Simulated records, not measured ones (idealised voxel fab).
voxel self aligned vias: a process module
Cross-section cut: width 295 nm, square cells of 5 nm.
Bands, listed from the top down, are how a cross-section gets written in this document; the cross-section itself is a grid of square cells, and a band is one or more rows of them. First you get the band's top height and its bottom height, in nm, and then the materials it's made of, left to right, with each width in nm. If you see a single material with "edge to edge", that one covers the band edge to edge. "empty" is empty space. Convention: height 0 is the level below which the wafer, as received, is all one material. The lowest band does not terminate at the bottom but continues downward, represented as "0 -> down". A two-number width, for instance "30 to 40", indicates that the width is equal to the first number in the top row of the band and to the second number in the bottom row, and that it changes by a constant amount per row of cells. "no alteration", as given for a step, is the statement that not any cell of the cross-section underwent a change during that step. Listed closed voids: empty space of 8 cells or more with no open way to the top, each as width x height at its distance from the left edge, in nm. If you see something after the settings on a step's line, that's the simulator's own remark about that step. "overlay nm" denotes, for a step that has a mask, the displacement of the mask to the right of its planned place, with negative values corresponding to the left.

The planned process steps are enumerated hereunder
1,RECEIVE, material Si
2,CONFORMAL_DEP, material SiO2, thk nm 15
3,CONFORMAL_DEP, material SiCN, thk nm 5
4,DIRECTIONAL_DEP, material lowk, thk nm 20
5,PATTERN, tone open, mask id LINES, material resist, width nm 30, pitch nm 55, thk nm 15, overlay nm 0
6,DIRECTIONAL_ETCH, etch materials lowk, depth nm 20
7,STRIP, etch materials resist
8,CONFORMAL_DEP, material TiN, thk nm 5
9,FILL_DEP, material W, thk nm 10
10,CMP, height nm 40
11,SELECTIVE_ETCH, etch materials W Ru TiN, depth nm 5
12,FILL_DEP, material SiN, thk nm 5
13,CMP, height nm 40
14,DIRECTIONAL_DEP, material lowk, thk nm 15
15,MASKED_ETCH, tone open, mask id VIAS, width nm 40, pitch nm 110, etch materials lowk, depth nm 15, overlay nm 0
16,MASKED_ETCH, tone open, mask id VIAS, width nm 40, pitch nm 110, etch materials SiN, depth nm 5, overlay nm 0
17,CONFORMAL_DEP, material TiN, thk nm 5
18,FILL_DEP, material W, thk nm 5
19,CMP, height nm 55
20,CONFORMAL_DEP, material SiCN, thk nm 5

Incoming wafer in cross-section (state: after step 1)
	0 -> down: Si edge to edge
	Listed closed voids: none

End-of-module XS, first of two wafers, run as planned
	60 -> 55: SiCN edge to edge
	55 -> 45: 70 lowk; 5 TiN; 30 W; 5 TiN; 70 lowk; 5 TiN; 30 W; 5 TiN; 75 lowk
	45 -> 40: 70 lowk; 10 TiN; 20 W; 10 TiN; 70 lowk; 10 TiN; 20 W; 10 TiN; 75 lowk
	40 -> 35: 75 lowk; 30 TiN; 25 lowk; 30 SiN; 25 lowk; 30 TiN; 80 lowk
	35 -> 25: 75 lowk; 5 TiN; 20 W; 5 TiN; 25 lowk; 5 TiN; 20 W; 5 TiN; 25 lowk; 5 TiN; 20 W; 5 TiN; 80 lowk
	25 -> 20: 75 lowk; 30 TiN; 25 lowk; 30 TiN; 25 lowk; 30 TiN; 80 lowk
	20 -> 15: SiCN edge to edge
	15 -> 0: SiO2 edge to edge
	0 -> down: Si edge to edge
	Listed closed voids: none

Here's the second of our two wafers sectioned at module end. Same start as the first, same plan, but one mistake got made running it
	60 -> 55: SiCN edge to edge
	55 -> 45: 70 lowk; 5 TiN; 30 SiCN; 5 TiN; 70 lowk; 5 TiN; 30 SiCN; 5 TiN; 75 lowk
	45 -> 40: 70 lowk; 10 TiN; 20 SiCN; 10 TiN; 70 lowk; 10 TiN; 20 SiCN; 10 TiN; 75 lowk
	40 -> 35: 75 lowk; 30 TiN; 25 lowk; 30 SiN; 25 lowk; 30 TiN; 80 lowk
	35 -> 25: 75 lowk; 5 TiN; 20 W; 5 TiN; 25 lowk; 5 TiN; 20 W; 5 TiN; 25 lowk; 5 TiN; 20 W; 5 TiN; 80 lowk
	25 -> 20: 75 lowk; 30 TiN; 25 lowk; 30 TiN; 25 lowk; 30 TiN; 80 lowk
	20 -> 15: SiCN edge to edge
	15 -> 0: SiO2 edge to edge
	0 -> down: Si edge to edge
	Listed closed voids: none
The mistake made against the process plan was this: step 18 changed vs plan, executed as FILL_DEP, material SiCN, thk nm 5
It is noted that, at the conclusion of processing, the second wafer exhibits a higher or lower cell count for certain materials relative to the first: +32 SiCN; -32 W
